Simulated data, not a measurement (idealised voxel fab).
Process module name: voxel self aligned contacts
FYI the section here is cut, 160 nm wide, cells are 5 nm squares.
A cross-section in this document is a grid of square cells, and it is written down as bands, the top band listed before the ones below it; a band is made up of one or more rows of cells. The band entry comprises the height of the band's top followed by the height of its bottom, expressed in nm, and subsequently the band's materials from left to right, each stated together with its width in nm. Where a single material is marked with the word "all across", that material fills the band from edge to edge. The word "air" represents empty space. Heights from 0 (as-received wafer is one material below). Bottom band endless downward, as "0 nm and below". Read "30..40" as a graded width: first number on top, second number at the bottom, same change between each pair of neighbouring rows. You'll sometimes find "same as before" written for a step, and that's the way of saying that nowhere in the cross-section did a cell change during that step. Heads up: "Trapped cavities" only lists the empty pockets with no open path to the top that are 8 cells or more, and it writes them as width x height at distance, distance from the left edge, in nm. Formally, on a step line, whatever follows the settings is a remark that the simulator itself makes on the step. "overlay nm" denotes, for a step that has a mask, the displacement of the mask to the right of its planned place, with negative values corresponding to the left.
## Below is the list of planned process steps
1 RECEIVE,material Si
2 CONFORMAL_DEP,material SiO2,thk nm 5
3 DIRECTIONAL_DEP,material polySi,thk nm 20
4 DIRECTIONAL_DEP,material SiN,thk nm 15
5 DIRECTIONAL_DEP,material aC,thk nm 15
6 PATTERN,tone cover,mask id GATE,material resist,width nm 30,pitch nm 65,thk nm 30,overlay nm 0
7 DIRECTIONAL_ETCH,etch materials aC,depth nm 15
8 STRIP,etch materials resist
9 DIRECTIONAL_ETCH,etch materials SiN,depth nm 15
10 DIRECTIONAL_ETCH,etch materials polySi,depth nm 20
11 STRIP,etch materials aC
12 CONFORMAL_DEP,material SiN,thk nm 5
13 DIRECTIONAL_ETCH,etch materials SiN,depth nm 5
14 FILL_DEP,material SiO2,thk nm 15
15 CMP,height nm 45
16 DIRECTIONAL_DEP,material aC,thk nm 15
17 PATTERN,tone open,mask id CONTACT,material resist,width nm 45,thk nm 30,overlay nm 0
18 DIRECTIONAL_ETCH,etch materials aC,depth nm 15
19 STRIP,etch materials resist
20 DIRECTIONAL_ETCH,etch materials SiO2,depth nm 45
21 STRIP,etch materials aC
22 CONFORMAL_DEP,material TiN,thk nm 5
23 FILL_DEP,material W,thk nm 10
24 CMP,height nm 45
25 CONFORMAL_DEP,material SiCN,thk nm 5
## Cross-section of the wafer as it came to us, i.e., already through step 1
- 0 nm and below  Si all across
- Trapped cavities: none
## Cross-section at module end, one run error; start and plan unchanged from above
- 50 nm to 45 nm  SiCN all across
- 45 nm to 40 nm  SiO2 (60), TiN (10), W (15), TiN (20), SiO2 (55)
- 40 nm to 25 nm  SiO2 (25), SiN (40), TiN (5), W (15), TiN (5), SiN (40), SiO2 (30)
- 25 nm to 5 nm  SiO2 (25), SiN (5), polySi (30), SiN (5), TiN (5), W (15), TiN (5), SiN (5), polySi (30), SiN (5), SiO2 (30)
- 5 nm to 0 nm  SiO2 (65), TiN (25), SiO2 (70)
- 0 nm and below  Si all across
- Trapped cavities: none
Finding, execution versus plan: step 17: run off-plan, actual operation and settings PATTERN,tone open,mask id CONTACT,material resist,width nm 45,thk nm 30,overlay nm 5
